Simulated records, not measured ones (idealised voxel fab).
Process module under the name voxel air gaps
Cross-section cut spans 220 nm and uses square cells 5 nm in size.
Reading order for cross-sections: top band down to bottom band. Underlying form: a grid of square cells. Band size: one or more rows of cells.
Band entry format. Leading values: height of top, height of bottom, nm. Remainder: materials in left-to-right order, each with its width in nm. Special words: "full width" on a single material, which then fills the band edge to edge; "empty", empty space.
Ref level 0: as-received wafer is one material below here. Bottom band extends down with no lower bound ("from 0 down").
The width entry "30 to 40" should be interpreted row by row: the top row of cells in the band takes the first number, the bottom row takes the second number, and the change between adjacent rows is uniform throughout.
"no alterations made" after a step means that no cell of the cross-section changed.
Entry "Enclosed empty spaces" = empty spaces >= 8 cells with no open way to the top; each as width x height at distance, distance from left edge, all nm.
That trailing text on a step's line, after the settings, is the simulator's own remark on the step.
overlay nm: how far to the right of its planned place the mask lay on this masked step (negative: to the left).

Planned process steps:
1,RECEIVE,material Si
2,CONFORMAL_DEP,material SiO2,thk nm 10
3,CONFORMAL_DEP,material SiN,thk nm 5
4,DIRECTIONAL_DEP,material SiO2,thk nm 40
5,MASKED_ETCH,tone open,mask id LINES,width nm 15,pitch nm 40,etch materials SiO2,depth nm 40,overlay nm 0
6,CONFORMAL_DEP,material TiN,thk nm 5
7,FILL_DEP,material Ru,thk nm 5
8,CMP,height nm 55
9,EPI,material Ru,thk nm 10
10,SELECTIVE_ETCH,etch materials SiO2,depth nm 50
11,CONFORMAL_DEP,material SiCN,thk nm 5

First of two wafers, processed according to plan:

Incoming wafer, cross-sectional view, post step 1:
    from 0 down | Si full width
    Enclosed empty spaces: none

Cross-section of the wafer after step 2:
    from 10 to 0 | SiO2 full width
    Below 0 it's all the same as before, nothing changed down there.

Cross-section of the wafer after step 3:
    from 15 to 10 | SiN full width
    Below 10 it's all the same as before, nothing changed down there.

Cross-section of the wafer after step 4:
    from 55 to 15 | SiO2 full width
    Below 15 it's all the same as before, nothing changed down there.

Cross-section of the wafer after step 5:
    from 55 to 15 | 60 of SiO2, then 15 of empty, then 25 of SiO2, then 15 of empty, then 25 of SiO2, then 15 of empty, then 65 of SiO2
    Below 15 it's all the same as before, nothing changed down there.

Cross-section of the wafer after step 6:
    from 60 to 55 | 65 of TiN, then 5 of empty, then 35 of TiN, then 5 of empty, then 35 of TiN, then 5 of empty, then 70 of TiN
    from 55 to 20 | 60 of SiO2, then 5 of TiN, then 5 of empty, then 5 of TiN, then 25 of SiO2, then 5 of TiN, then 5 of empty, then 5 of TiN, then 25 of SiO2, then 5 of TiN, then 5 of empty, then 5 of TiN, then 65 of SiO2
    from 20 to 15 | 60 of SiO2, then 15 of TiN, then 25 of SiO2, then 15 of TiN, then 25 of SiO2, then 15 of TiN, then 65 of SiO2
    Below 15 it's all the same as before, nothing changed down there.

Cross-section of the wafer after step 7:
    from 65 to 60 | Ru full width
    from 60 to 55 | 65 of TiN, then 5 of Ru, then 35 of TiN, then 5 of Ru, then 35 of TiN, then 5 of Ru, then 70 of TiN
    from 55 to 20 | 60 of SiO2, then 5 of TiN, then 5 of Ru, then 5 of TiN, then 25 of SiO2, then 5 of TiN, then 5 of Ru, then 5 of TiN, then 25 of SiO2, then 5 of TiN, then 5 of Ru, then 5 of TiN, then 65 of SiO2
    Below 20 it's all the same as before, nothing changed down there.

Cross-section of the wafer after step 8:
    from 55 to 20 | 60 of SiO2, then 5 of TiN, then 5 of Ru, then 5 of TiN, then 25 of SiO2, then 5 of TiN, then 5 of Ru, then 5 of TiN, then 25 of SiO2, then 5 of TiN, then 5 of Ru, then 5 of TiN, then 65 of SiO2
    Below 20 it's all the same as before, nothing changed down there.

Cross-section of the wafer after step 9:
    from 65 to 55 | 50 of empty, then 35 of Ru, then 5 of empty, then 35 of Ru, then 5 of empty, then 35 of Ru, then 55 of empty
    Below 55 it's all the same as before, nothing changed down there.

Cross-section of the wafer after step 10:
    from 65 to 55 | 50 of empty, then 35 of Ru, then 5 of empty, then 35 of Ru, then 5 of empty, then 35 of Ru, then 55 of empty
    from 55 to 20 | 60 of empty, then 5 of TiN, then 5 of Ru, then 5 of TiN, then 25 of empty, then 5 of TiN, then 5 of Ru, then 5 of TiN, then 25 of empty, then 5 of TiN, then 5 of Ru, then 5 of TiN, then 65 of empty
    from 20 to 15 | 60 of empty, then 15 of TiN, then 25 of empty, then 15 of TiN, then 25 of empty, then 15 of TiN, then 65 of empty
    Below 15 it's all the same as before, nothing changed down there.

Cross-section of the wafer after step 11:
    from 70 to 65 | 45 of empty, then 125 of SiCN, then 50 of empty
    from 65 to 55 | 45 of empty, then 5 of SiCN, then 35 of Ru, then 5 of SiCN, then 35 of Ru, then 5 of SiCN, then 35 of Ru, then 5 of SiCN, then 50 of empty
    from 55 to 50 | 45 of empty, then 15 of SiCN, then 5 of TiN, then 5 of Ru, then 5 of TiN, then 25 of SiCN, then 5 of TiN, then 5 of Ru, then 5 of TiN, then 25 of SiCN, then 5 of TiN, then 5 of Ru, then 5 of TiN, then 15 of SiCN, then 50 of empty
    from 50 to 20 | 55 of empty, then 5 of SiCN, then 5 of TiN, then 5 of Ru, then 5 of TiN, then 5 of SiCN, then 15 of empty, then 5 of SiCN, then 5 of TiN, then 5 of Ru, then 5 of TiN, then 5 of SiCN, then 15 of empty, then 5 of SiCN, then 5 of TiN, then 5 of Ru, then 5 of TiN, then 5 of SiCN, then 60 of empty
    from 20 to 15 | 60 of SiCN, then 15 of TiN, then 25 of SiCN, then 15 of TiN, then 25 of SiCN, then 15 of TiN, then 65 of SiCN
    Below 15 it's all the same as before, nothing changed down there.
    Enclosed empty spaces: 15 x 30 at 80; 15 x 30 at 120

Second wafer, same starting state and plan as the first, one mistake in the run, identical through step 3:

When step 4 should have ended:
    from 55 to 15 | Ru full width
    Below 15 it's all the same as before, nothing changed down there.

when step 5 should have ended: no alterations made

When step 6 should have ended:
    from 60 to 55 | TiN full width
    Below 55 it's all the same as before, nothing changed down there.

When step 7 should have ended:
    from 65 to 60 | Ru full width
    Below 60 it's all the same as before, nothing changed down there.

When step 8 should have ended:
    from 55 to 15 | Ru full width
    Below 15 it's all the same as before, nothing changed down there.

When step 9 should have ended:
    from 65 to 15 | Ru full width
    Below 15 it's all the same as before, nothing changed down there.

when step 10 should have ended: no alterations made

When step 11 should have ended:
    from 70 to 65 | SiCN full width
    Below 65 it's all the same as before, nothing changed down there.
Run error: rather than as planned, step 4 actually ran as DIRECTIONAL_DEP,material Ru,thk nm 40
Final wafer comparison in cells, second versus first, more or fewer per material: Ru: 377 more | SiCN: 76 fewer | TiN: 51 fewer
Closed void count at end of process - first wafer: 2; second wafer: 0.
